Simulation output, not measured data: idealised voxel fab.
process module | voxel capacitor over wiring
cross-section cut | 245 nm wide | cells 5 nm
A cross-section is a grid of square cells, given in bands from the top down. A band is one or more rows of cells.
Each band's line starts with the height of the band's top and of its bottom, in nm. Then come its materials from left to right, each with its width in nm. One material with "throughout" fills the band from edge to edge. "air" is empty space.
Height 0 is the level under which the wafer as received is all one material. The lowest band goes on downwards, as in "0 down".
A width such as "30 to 40" changes by the same amount from each row of cells to the next, from the band's top row to its bottom row.
"no change" after a step means that no cell of the cross-section changed.
closed voids: empty space of 8 cells or more with no open way to the top, each as width x height at its distance from the left edge, in nm
after a step's settings: what the simulator itself notes on the step
overlay nm, on a step with a mask: how far to the right of its planned place the mask lay; to the left if negative
plan
1 op RECEIVE | material Si
2 op CONFORMAL_DEP | material SiO2 | thk nm 15
3 op DIRECTIONAL_DEP | material TiN | thk nm 5
4 op DIRECTIONAL_DEP | material W | thk nm 20
5 op DIRECTIONAL_DEP | material aC | thk nm 15
6 op PATTERN | tone cover | mask id METAL_1 | material resist | width nm 30 | pitch nm 90 | thk nm 35 | overlay nm 0
7 op DIRECTIONAL_ETCH | etch materials aC | depth nm 15
8 op STRIP | etch materials resist
9 op DIRECTIONAL_ETCH | etch materials W | depth nm 20
10 op DIRECTIONAL_ETCH | etch materials TiN | depth nm 5
11 op STRIP | etch materials aC
12 op FILL_DEP | material lowk | thk nm 5
13 op CMP | height nm 40
14 op CONFORMAL_DEP | material SiCN | thk nm 5
15 op DIRECTIONAL_DEP | material lowk | thk nm 10
16 op DIRECTIONAL_DEP | material aC | thk nm 10
17 op PATTERN | tone open | mask id PLUG_1 | material resist | width nm 15 | thk nm 25 | overlay nm 0
18 op DIRECTIONAL_ETCH | etch materials aC | depth nm 10
19 op STRIP | etch materials resist
20 op DIRECTIONAL_ETCH | etch materials lowk | depth nm 10
21 op DIRECTIONAL_ETCH | etch materials SiCN | depth nm 5
22 op STRIP | etch materials aC
23 op EPI | material Ru | thk nm 10
24 op EPI | material Ru | thk nm 5
25 op DIRECTIONAL_DEP | material TiN | thk nm 5
26 op DIRECTIONAL_DEP | material Al2O3 | thk nm 5
27 op DIRECTIONAL_DEP | material TiN | thk nm 5
28 op PATTERN | tone cover | mask id UPPER_PLATE | material resist | width nm 65 | thk nm 15 | overlay nm 0
29 op DIRECTIONAL_ETCH | etch materials TiN | depth nm 5
30 op DIRECTIONAL_ETCH | etch materials Al2O3 | depth nm 5
31 op STRIP | etch materials resist
32 op DIRECTIONAL_DEP | material aC | thk nm 10
33 op PATTERN | tone cover | mask id LOWER_PLATE | material resist | width nm 75 | thk nm 30 | overlay nm 0
34 op DIRECTIONAL_ETCH | etch materials aC | depth nm 10
35 op STRIP | etch materials resist
36 op DIRECTIONAL_ETCH | etch materials TiN | depth nm 5
37 op STRIP | etch materials aC
38 op FILL_DEP | material SiO2 | thk nm 15
39 op CMP | height nm 80
40 op PATTERN | tone open | mask id PLUG_2 | material resist | width nm 15 | thk nm 15 | overlay nm 0
41 op DIRECTIONAL_ETCH | etch materials SiO2 | depth nm 10
42 op STRIP | etch materials resist
43 op CONFORMAL_DEP | material TiN | thk nm 5
44 op FILL_DEP | material Cu | thk nm 10
45 op CMP | height nm 80
46 op CONFORMAL_DEP | material SiN | thk nm 5
first wafer, as planned
as received, after step 1
  0 down: Si throughout
  closed voids: none
after step 2
  15 to 0: SiO2 throughout
  below 0: unchanged
after step 3
  20 to 15: TiN throughout
  below 15: unchanged
after step 4
  40 to 20: W throughout
  below 20: unchanged
after step 5
  55 to 40: aC throughout
  below 40: unchanged
after step 6
  90 to 55: air 60 | resist 30 | air 60 | resist 30 | air 65
  below 55: unchanged
after step 7
  75 to 55: air 60 | resist 30 | air 60 | resist 30 | air 65
  55 to 40: air 60 | aC 30 | air 60 | aC 30 | air 65
  below 40: unchanged
after step 8
  55 to 40: air 60 | aC 30 | air 60 | aC 30 | air 65
  below 40: unchanged
after step 9
  55 to 40: air 60 | aC 30 | air 60 | aC 30 | air 65
  40 to 20: air 60 | W 30 | air 60 | W 30 | air 65
  below 20: unchanged
after step 10
  55 to 40: air 60 | aC 30 | air 60 | aC 30 | air 65
  40 to 20: air 60 | W 30 | air 60 | W 30 | air 65
  20 to 15: air 60 | TiN 30 | air 60 | TiN 30 | air 65
  below 15: unchanged
after step 11
  40 to 20: air 60 | W 30 | air 60 | W 30 | air 65
  below 20: unchanged
after step 12
  45 to 40: lowk throughout
  40 to 20: lowk 60 | W 30 | lowk 60 | W 30 | lowk 65
  20 to 15: lowk 60 | TiN 30 | lowk 60 | TiN 30 | lowk 65
  below 15: unchanged
after step 13
  40 to 20: lowk 60 | W 30 | lowk 60 | W 30 | lowk 65
  below 20: unchanged
after step 14
  45 to 40: SiCN throughout
  below 40: unchanged
after step 15
  55 to 45: lowk throughout
  below 45: unchanged
after step 16
  65 to 55: aC throughout
  below 55: unchanged
after step 17
  90 to 65: resist 75 | air 15 | resist 155
  below 65: unchanged
after step 18
  80 to 65: resist 75 | air 15 | resist 155
  65 to 55: aC 75 | air 15 | aC 155
  below 55: unchanged
after step 19
  65 to 55: aC 75 | air 15 | aC 155
  below 55: unchanged
after step 20
  65 to 55: aC 75 | air 15 | aC 155
  55 to 45: lowk 75 | air 15 | lowk 155
  below 45: unchanged
after step 21
  65 to 55: aC 75 | air 15 | aC 155
  55 to 45: lowk 75 | air 15 | lowk 155
  45 to 40: SiCN 75 | air 15 | SiCN 155
  below 40: unchanged
after step 22
  55 to 45: lowk 75 | air 15 | lowk 155
  below 45: unchanged
after step 23
  55 to 50: lowk 75 | air 15 | lowk 155
  50 to 45: lowk 75 | Ru 15 | lowk 155
  45 to 40: SiCN 75 | Ru 15 | SiCN 155
  below 40: unchanged
after step 24
  55 to 45: lowk 75 | Ru 15 | lowk 155
  below 45: unchanged
after step 25
  60 to 55: TiN throughout
  below 55: unchanged
after step 26
  65 to 60: Al2O3 throughout
  below 60: unchanged
after step 27
  70 to 65: TiN throughout
  below 65: unchanged
after step 28
  85 to 70: air 75 | resist 65 | air 105
  below 70: unchanged
after step 29
  85 to 70: air 75 | resist 65 | air 105
  70 to 65: air 75 | TiN 65 | air 105
  below 65: unchanged
after step 30
  85 to 70: air 75 | resist 65 | air 105
  70 to 65: air 75 | TiN 65 | air 105
  65 to 60: air 75 | Al2O3 65 | air 105
  below 60: unchanged
after step 31
  70 to 65: air 75 | TiN 65 | air 105
  below 65: unchanged
after step 32
  80 to 70: air 75 | aC 65 | air 105
  70 to 65: aC 75 | TiN 65 | aC 105
  65 to 60: aC 75 | Al2O3 65 | aC 105
  below 60: unchanged
after step 33
  110 to 80: air 70 | resist 75 | air 100
  80 to 70: air 70 | resist 5 | aC 65 | resist 5 | air 100
  below 70: unchanged
after step 34
  100 to 80: air 70 | resist 75 | air 100
  80 to 70: air 70 | resist 5 | aC 65 | resist 5 | air 100
  70 to 65: air 70 | aC 5 | TiN 65 | aC 5 | air 100
  65 to 60: air 70 | aC 5 | Al2O3 65 | aC 5 | air 100
  below 60: unchanged
after step 35
  80 to 70: air 75 | aC 65 | air 105
  below 70: unchanged
after step 36
  80 to 70: air 75 | aC 65 | air 105
  70 to 65: air 70 | aC 5 | TiN 65 | aC 5 | air 100
  65 to 60: air 70 | aC 5 | Al2O3 65 | aC 5 | air 100
  60 to 55: air 70 | TiN 75 | air 100
  below 55: unchanged
after step 37
  70 to 65: air 75 | TiN 65 | air 105
  65 to 60: air 75 | Al2O3 65 | air 105
  below 60: unchanged
after step 38
  85 to 70: SiO2 throughout
  70 to 65: SiO2 75 | TiN 65 | SiO2 105
  65 to 60: SiO2 75 | Al2O3 65 | SiO2 105
  60 to 55: SiO2 70 | TiN 75 | SiO2 100
  below 55: unchanged
after step 39
  80 to 70: SiO2 throughout
  below 70: unchanged
after step 40
  95 to 80: resist 85 | air 15 | resist 145
  below 80: unchanged
after step 41
  95 to 80: resist 85 | air 15 | resist 145
  80 to 70: SiO2 85 | air 15 | SiO2 145
  below 70: unchanged
after step 42
  80 to 70: SiO2 85 | air 15 | SiO2 145
  below 70: unchanged
after step 43
  85 to 80: TiN 90 | air 5 | TiN 150
  80 to 75: SiO2 85 | TiN 5 | air 5 | TiN 5 | SiO2 145
  75 to 65: SiO2 85 to 75 | TiN 15 to 65 | SiO2 145 to 105
  below 65: unchanged
after step 44
  95 to 85: Cu throughout
  85 to 80: TiN 90 | Cu 5 | TiN 150
  80 to 75: SiO2 85 | TiN 5 | Cu 5 | TiN 5 | SiO2 145
  below 75: unchanged
after step 45
  80 to 75: SiO2 85 | TiN 5 | Cu 5 | TiN 5 | SiO2 145
  below 75: unchanged
after step 46
  85 to 80: SiN throughout
  below 80: unchanged
second wafer: like start, like plan, one mistake. Through step 42 it matches the first wafer
when step 43 should have ended
  85 to 80: aC 90 | air 5 | aC 150
  80 to 75: SiO2 85 | aC 5 | air 5 | aC 5 | SiO2 145
  75 to 70: SiO2 85 | aC 15 | SiO2 145
  below 70: unchanged
when step 44 should have ended
  95 to 85: Cu throughout
  85 to 80: aC 90 | Cu 5 | aC 150
  80 to 75: SiO2 85 | aC 5 | Cu 5 | aC 5 | SiO2 145
  below 75: unchanged
when step 45 should have ended
  80 to 75: SiO2 85 | aC 5 | Cu 5 | aC 5 | SiO2 145
  below 75: unchanged
when step 46 should have ended
  85 to 80: SiN throughout
  below 80: unchanged
what went wrong: step 43 ran as: op CONFORMAL_DEP | material aC | thk nm 5
at the end the second wafer has, in cells: 5 fewer of TiN | 5 more of aC
